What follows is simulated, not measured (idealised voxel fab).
Process module in this document: voxel wiring stack
220 nm wide, 5 nm square cells: that's cross-section cut.
Just so we're on the same page, the cross-sections are grids of square cells, and they're listed out in bands top to bottom, each band one or more rows deep.
Look at the band entry: it leads with the top's height and the bottom's height in nm. Then it lists the materials left to right, with a width in nm for each. The word "full width" on a single material says that material fills the band edge to edge. The word "blank" is empty space.
Ref level 0: as-received wafer is one material below here. Bottom band extends down with no lower bound ("0 nm and below").
Read "30 to 40" as a graded width: first number on top, second number at the bottom, same change between each pair of neighbouring rows.
The cross-section has no changed cell in any step marked "remained the same".
"Non-vented voids" - sealed voids, min. 8 cells, no opening to top; format: width x height at distance (distance from left edge; nm throughout).
Post-settings text on a step line: simulator's own remark regarding the step.
Regarding "overlay nm": on a step with a mask, it is the distance the mask lay to the right of its planned place; a negative value places it to the left.

[Listed below are the process steps as planned]
1) RECEIVE,material Si
2) CONFORMAL_DEP,material SiO2,thk nm 10
3) CONFORMAL_DEP,material SiN,thk nm 5
4) DIRECTIONAL_DEP,material lowk,thk nm 25
5) MASKED_ETCH,tone open,mask id METAL_1,width nm 25,pitch nm 45,etch materials lowk,depth nm 25,overlay nm 0
6) MASKED_ETCH,tone open,mask id METAL_1,width nm 25,pitch nm 45,etch materials SiN,depth nm 5,overlay nm 0
7) CONFORMAL_DEP,material TiN,thk nm 5
8) FILL_DEP,material Cu,thk nm 10
9) CMP,height nm 40
10) EPI,material Ru,thk nm 5
11) FILL_DEP,material SiCN,thk nm 5
12) DIRECTIONAL_DEP,material SiO2,thk nm 10
13) PATTERN,tone open,mask id PLUG_1,material resist,width nm 15,pitch nm 45,thk nm 20,overlay nm 0
14) DIRECTIONAL_ETCH,etch materials SiO2,depth nm 10
15) DIRECTIONAL_ETCH,etch materials SiCN,depth nm 5
16) STRIP,etch materials resist
17) EPI,material Ru,thk nm 10
18) EPI,material Ru,thk nm 5
19) DIRECTIONAL_DEP,material TiN,thk nm 5
20) DIRECTIONAL_DEP,material W,thk nm 15
21) PATTERN,tone cover,mask id METAL_2,material resist,width nm 25,pitch nm 45,thk nm 15,overlay nm 0
22) DIRECTIONAL_ETCH,etch materials W,depth nm 15
23) DIRECTIONAL_ETCH,etch materials TiN,depth nm 5
24) STRIP,etch materials resist
25) FILL_DEP,material lowk,thk nm 10
26) CMP,height nm 80
27) CONFORMAL_DEP,material SiCN,thk nm 5
28) DIRECTIONAL_DEP,material lowk,thk nm 20
29) PATTERN,tone open,mask id PLUG_2,material resist,width nm 15,pitch nm 45,thk nm 15,overlay nm 0
30) DIRECTIONAL_ETCH,etch materials lowk,depth nm 20
31) DIRECTIONAL_ETCH,etch materials SiCN,depth nm 5
32) STRIP,etch materials resist
33) EPI,material Ru,thk nm 10
34) EPI,material Ru,thk nm 10
35) EPI,material Ru,thk nm 5
36) CONFORMAL_DEP,material SiCN,thk nm 5
37) DIRECTIONAL_DEP,material lowk,thk nm 25
38) MASKED_ETCH,tone open,mask id METAL_3,width nm 25,pitch nm 45,etch materials lowk,depth nm 25,overlay nm 0
39) MASKED_ETCH,tone open,mask id METAL_3,width nm 25,pitch nm 45,etch materials SiCN,depth nm 5,overlay nm 0
40) CONFORMAL_DEP,material TiN,thk nm 5
41) FILL_DEP,material Ru,thk nm 10
42) CMP,height nm 135
43) CONFORMAL_DEP,material SiCN,thk nm 5
44) DIRECTIONAL_DEP,material lowk,thk nm 10
45) MASKED_ETCH,tone open,mask id PLUG_3,width nm 15,pitch nm 90,etch materials lowk,depth nm 10,overlay nm 0
46) MASKED_ETCH,tone open,mask id PLUG_3,width nm 15,pitch nm 90,etch materials SiCN,depth nm 5,overlay nm 0
47) EPI,material Ru,thk nm 10
48) EPI,material Ru,thk nm 5
49) CONFORMAL_DEP,material SiN,thk nm 5
50) DIRECTIONAL_DEP,material SiO2,thk nm 25
51) PATTERN,tone open,mask id METAL_4,material resist,width nm 25,pitch nm 45,thk nm 20,overlay nm 0
52) DIRECTIONAL_ETCH,etch materials SiO2,depth nm 25
53) DIRECTIONAL_ETCH,etch materials SiN,depth nm 5
54) STRIP,etch materials resist
55) CONFORMAL_DEP,material TiN,thk nm 5
56) FILL_DEP,material Cu,thk nm 10
57) CMP,height nm 180
58) EPI,material Ru,thk nm 5
59) FILL_DEP,material SiCN,thk nm 5

[As-received wafer cross-section (after step 1)]
- 0 nm and below = Si full width
- Non-vented voids: none

[End-of-module cross-section. Starting structure and process plan as above; one mistake made in running it]
- 190 nm to 185 nm = SiCN full width
- 185 nm to 180 nm = SiCN=25; Ru=35; SiCN=10; Ru=35; SiCN=10; Ru=35; SiCN=10; Ru=35; SiCN=25
- 180 nm to 155 nm = SiO2=30; TiN=5; Cu=15; TiN=5; SiO2=20; TiN=5; Cu=15; TiN=5; SiO2=20; TiN=5; Cu=15; TiN=5; SiO2=20; TiN=5; Cu=15; TiN=5; SiO2=30
- 155 nm to 150 nm = SiN=30; TiN=25; SiN=20; TiN=25; SiN=20; TiN=25; SiN=20; TiN=25; SiN=30
- 150 nm to 140 nm = lowk=30; Ru=15; lowk=75; Ru=15; lowk=85
- 140 nm to 135 nm = SiCN=30; Ru=10; SiCN=80; Ru=10; SiCN=90
- 135 nm to 110 nm = lowk=30; TiN=5; Ru=15; TiN=5; lowk=20; TiN=5; Ru=15; TiN=5; lowk=20; TiN=5; Ru=15; TiN=5; lowk=20; TiN=5; Ru=15; TiN=5; lowk=30
- 110 nm to 105 nm = SiCN=30; TiN=25; SiCN=20; TiN=25; SiCN=20; TiN=25; SiCN=20; TiN=25; SiCN=30
- 105 nm to 85 nm = lowk=30; Ru=15; lowk=30; Ru=15; lowk=30; Ru=15; lowk=30; Ru=15; lowk=40
- 85 nm to 80 nm = SiCN=30; Ru=15; SiCN=30; Ru=15; SiCN=30; Ru=15; SiCN=30; Ru=15; SiCN=40
- 80 nm to 65 nm = lowk=30; W=25; lowk=20; W=25; lowk=20; W=25; lowk=20; W=25; lowk=30
- 65 nm to 60 nm = lowk=30; TiN=25; lowk=20; TiN=25; lowk=20; TiN=25; lowk=20; TiN=25; lowk=30
- 60 nm to 50 nm = SiO2=30; Ru=15; SiO2=30; Ru=15; SiO2=30; Ru=15; SiO2=30; Ru=15; SiO2=40
- 50 nm to 40 nm = SiCN=30 to 25; Ru=15 to 35; SiCN=30 to 10; Ru=15 to 35; SiCN=30 to 10; Ru=15 to 35; SiCN=30 to 10; Ru=15 to 35; SiCN=40 to 25
- 40 nm to 15 nm = lowk=30; TiN=5; Cu=15; TiN=5; lowk=20; TiN=5; Cu=15; TiN=5; lowk=20; TiN=5; Cu=15; TiN=5; lowk=20; TiN=5; Cu=15; TiN=5; lowk=30
- 15 nm to 10 nm = SiN=30; TiN=25; SiN=20; TiN=25; SiN=20; TiN=25; SiN=20; TiN=25; SiN=30
- 10 nm to 0 nm = SiO2 full width
- 0 nm and below = Si full width
- Non-vented voids: none
It is concluded that the wafer was processed incorrectly with respect to the plan, in that step 46 ran differently from the plan; actual operation with settings: MASKED_ETCH,tone open,mask id PLUG_3,width nm 15,pitch nm 90,etch materials SiCN,depth nm 5,overlay nm -5
